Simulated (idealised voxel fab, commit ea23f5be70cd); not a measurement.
process module | voxel fin reveal
cross-section cut | 210 nm wide | cells 5 nm
A cross-section is a grid of square cells, given in bands from the top down. A band is one or more rows of cells.
Each band's line starts with the height of the band's top and of its bottom, in nm. Then come its materials from left to right, each with its width in nm. One material with "throughout" fills the band from edge to edge. "air" is empty space.
Height 0 is the level under which the wafer as received is all one material. The lowest band goes on downwards, as in "0 down".
A width such as "30 to 40" changes by the same amount from each row of cells to the next, from the band's top row to its bottom row.
"no change" after a step means that no cell of the cross-section changed.
closed voids: empty space of 8 cells or more with no open way to the top, each as width x height at its distance from the left edge, in nm
after a step's settings: what the simulator itself notes on the step
overlay nm, on a step with a mask: how far to the right of its planned place the mask lay; to the left if negative
plan
1 op RECEIVE | material Si
2 op CONFORMAL_DEP | material SiN | thk nm 5
3 op PATTERN | tone cover | mask id FINS | material resist | width nm 15 | pitch nm 40 | thk nm 20 | overlay nm 0
4 op DIRECTIONAL_ETCH | etch materials SiN | depth nm 5
5 op DIRECTIONAL_ETCH | etch materials Si | depth nm 35
6 op STRIP | etch materials resist
7 op FILL_DEP | material SiO2 | thk nm 5
8 op CMP | height nm 5
9 op SELECTIVE_ETCH | etch materials SiO2 | depth nm 30
10 op STRIP | etch materials SiN
11 op CONFORMAL_DEP | material HfO2 | thk nm 5
first wafer, as planned
as received, after step 1
  0 down: Si throughout
  closed voids: none
after step 2
  5 to 0: SiN throughout
  below 0: unchanged
after step 3
  25 to 5: air 35 | resist 15 | air 25 | resist 15 | air 25 | resist 15 | air 25 | resist 15 | air 40
  below 5: unchanged
after step 4
  25 to 5: air 35 | resist 15 | air 25 | resist 15 | air 25 | resist 15 | air 25 | resist 15 | air 40
  5 to 0: air 35 | SiN 15 | air 25 | SiN 15 | air 25 | SiN 15 | air 25 | SiN 15 | air 40
  below 0: unchanged
after step 5
  25 to 5: air 35 | resist 15 | air 25 | resist 15 | air 25 | resist 15 | air 25 | resist 15 | air 40
  5 to 0: air 35 | SiN 15 | air 25 | SiN 15 | air 25 | SiN 15 | air 25 | SiN 15 | air 40
  0 to -35: air 35 | Si 15 | air 25 | Si 15 | air 25 | Si 15 | air 25 | Si 15 | air 40
  below -35: unchanged
after step 6
  5 to 0: air 35 | SiN 15 | air 25 | SiN 15 | air 25 | SiN 15 | air 25 | SiN 15 | air 40
  below 0: unchanged
after step 7
  10 to 5: SiO2 throughout
  5 to 0: SiO2 35 | SiN 15 | SiO2 25 | SiN 15 | SiO2 25 | SiN 15 | SiO2 25 | SiN 15 | SiO2 40
  0 to -35: SiO2 35 | Si 15 | SiO2 25 | Si 15 | SiO2 25 | Si 15 | SiO2 25 | Si 15 | SiO2 40
  below -35: unchanged
after step 8
  5 to 0: SiO2 35 | SiN 15 | SiO2 25 | SiN 15 | SiO2 25 | SiN 15 | SiO2 25 | SiN 15 | SiO2 40
  below 0: unchanged
after step 9
  5 to 0: air 35 | SiN 15 | air 25 | SiN 15 | air 25 | SiN 15 | air 25 | SiN 15 | air 40
  0 to -25: air 35 | Si 15 | air 25 | Si 15 | air 25 | Si 15 | air 25 | Si 15 | air 40
  below -25: unchanged
after step 10
  0 to -25: air 35 | Si 15 | air 25 | Si 15 | air 25 | Si 15 | air 25 | Si 15 | air 40
  below -25: unchanged
after step 11
  5 to 0: air 30 | HfO2 25 | air 15 | HfO2 25 | air 15 | HfO2 25 | air 15 | HfO2 25 | air 35
  0 to -20: air 30 | HfO2 5 | Si 15 | HfO2 5 | air 15 | HfO2 5 | Si 15 | HfO2 5 | air 15 | HfO2 5 | Si 15 | HfO2 5 | air 15 | HfO2 5 | Si 15 | HfO2 5 | air 35
  -20 to -25: HfO2 35 | Si 15 | HfO2 25 | Si 15 | HfO2 25 | Si 15 | HfO2 25 | Si 15 | HfO2 40
  below -25: unchanged
second wafer: like start, like plan, one mistake. Through step 8 it matches the first wafer
when step 9 should have ended
  5 to 0: SiO2 35 | air 15 | SiO2 25 | air 15 | SiO2 25 | air 15 | SiO2 25 | air 15 | SiO2 40
  below 0: unchanged
when step 10 should have ended
  0 to -25: air 35 | Si 15 | air 25 | Si 15 | air 25 | Si 15 | air 25 | Si 15 | air 40
  -25 to -30: SiO2 5 | air 30 | Si 15 | air 25 | Si 15 | air 25 | Si 15 | air 25 | Si 15 | air 30 | SiO2 10
  below -30: unchanged
when step 11 should have ended
  5 to 0: air 30 | HfO2 25 | air 15 | HfO2 25 | air 15 | HfO2 25 | air 15 | HfO2 25 | air 35
  0 to -20: air 30 | HfO2 5 | Si 15 | HfO2 5 | air 15 | HfO2 5 | Si 15 | HfO2 5 | air 15 | HfO2 5 | Si 15 | HfO2 5 | air 15 | HfO2 5 | Si 15 | HfO2 5 | air 35
  -20 to -25: HfO2 10 | air 20 | HfO2 5 | Si 15 | HfO2 5 | air 15 | HfO2 5 | Si 15 | HfO2 5 | air 15 | HfO2 5 | Si 15 | HfO2 5 | air 15 | HfO2 5 | Si 15 | HfO2 5 | air 20 | HfO2 15
  -25 to -30: SiO2 5 | HfO2 30 | Si 15 | HfO2 25 | Si 15 | HfO2 25 | Si 15 | HfO2 25 | Si 15 | HfO2 30 | SiO2 10
  below -30: unchanged
what went wrong: steps 9 and 10 were swapped
at the end the second wafer has, in cells: 10 more of HfO2 | 27 fewer of SiO2
